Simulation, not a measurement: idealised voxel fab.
This is a process module. Its name is voxel self aligned contacts.
This is section cut - it's 205 nm across, gridded in 5 nm square cells.
This document writes a cross-section as a grid whose cells are square, and gives it as bands, listed from the top down; one or more rows of cells form a band.
Basically the band line says how high the top is and how high the bottom is, in nm, and then what's in it from left to right, every material with its width in nm. Empty space shows up as "blank", and if a single material carries "edge to edge" it runs the full band edge to edge.
Heights from 0 (as-received wafer is one material below). Bottom band endless downward, as "0 nm and below".
Think of "30 to 40" as a width that walks from the first number to the second as you go down the band, top row to bottom row, taking equal-sized steps from row to row.
"all unchanged", as given for a step, is the statement that not any cell of the cross-section underwent a change during that step.
Under "Closed internal cavities" you'll find the enclosed gaps, the ones with no way out to the top, that are 8 cells or bigger; each reads width x height at distance, with distance counted from the left edge, everything in nm.
Heads up: the bit after the settings on a step's line is the simulator's remark on that step.
You can add "overlay nm" to a step's line. For a step with a mask, it describes how far the mask lay to the right of its planned position, and a negative number describes a lay to the left.
### plan
1) RECEIVE with material Si
2) CONFORMAL_DEP with material SiO2, thk nm 5
3) DIRECTIONAL_DEP with material polySi, thk nm 25
4) DIRECTIONAL_DEP with material SiN, thk nm 20
5) PATTERN with tone cover, mask id GATE, material resist, width nm 35, pitch nm 70, thk nm 15, overlay nm 0
6) DIRECTIONAL_ETCH with etch materials SiN, depth nm 20
7) DIRECTIONAL_ETCH with etch materials polySi, depth nm 25
8) STRIP with etch materials resist
9) CONFORMAL_DEP with material SiN, thk nm 5
10) DIRECTIONAL_ETCH with etch materials SiN, depth nm 5
11) FILL_DEP with material SiO2, thk nm 10
12) CMP with height nm 55
13) DIRECTIONAL_DEP with material aC, thk nm 10
14) PATTERN with tone open, mask id CONTACT, material resist, width nm 55, pitch nm 70, thk nm 25, overlay nm 0
15) DIRECTIONAL_ETCH with etch materials aC, depth nm 10
16) STRIP with etch materials resist
17) DIRECTIONAL_ETCH with etch materials SiO2, depth nm 55
18) STRIP with etch materials aC
19) CONFORMAL_DEP with material TiN, thk nm 5
20) FILL_DEP with material Ru, thk nm 5
21) CMP with height nm 55
22) CONFORMAL_DEP with material SiN, thk nm 5
### Cross-section: wafer on arrival = after step 1
  0 nm and below  Si edge to edge
  Closed internal cavities: none
### Starting structure and process plan are as shown above, but one mistake was made in running the module; the wafer cross-section at the end of the module follows
  60 nm to 55 nm  SiN edge to edge
  55 nm to 50 nm  SiO2: 10 | SiN: 45 | TiN: 25 | SiN: 45 | TiN: 25 | SiN: 45 | SiO2: 10
  50 nm to 30 nm  SiN edge to edge
  30 nm to 5 nm  polySi edge to edge
  5 nm to 0 nm  SiO2 edge to edge
  0 nm and below  Si edge to edge
  Closed internal cavities: none
Plan not followed: the plan's step 4 ran twice
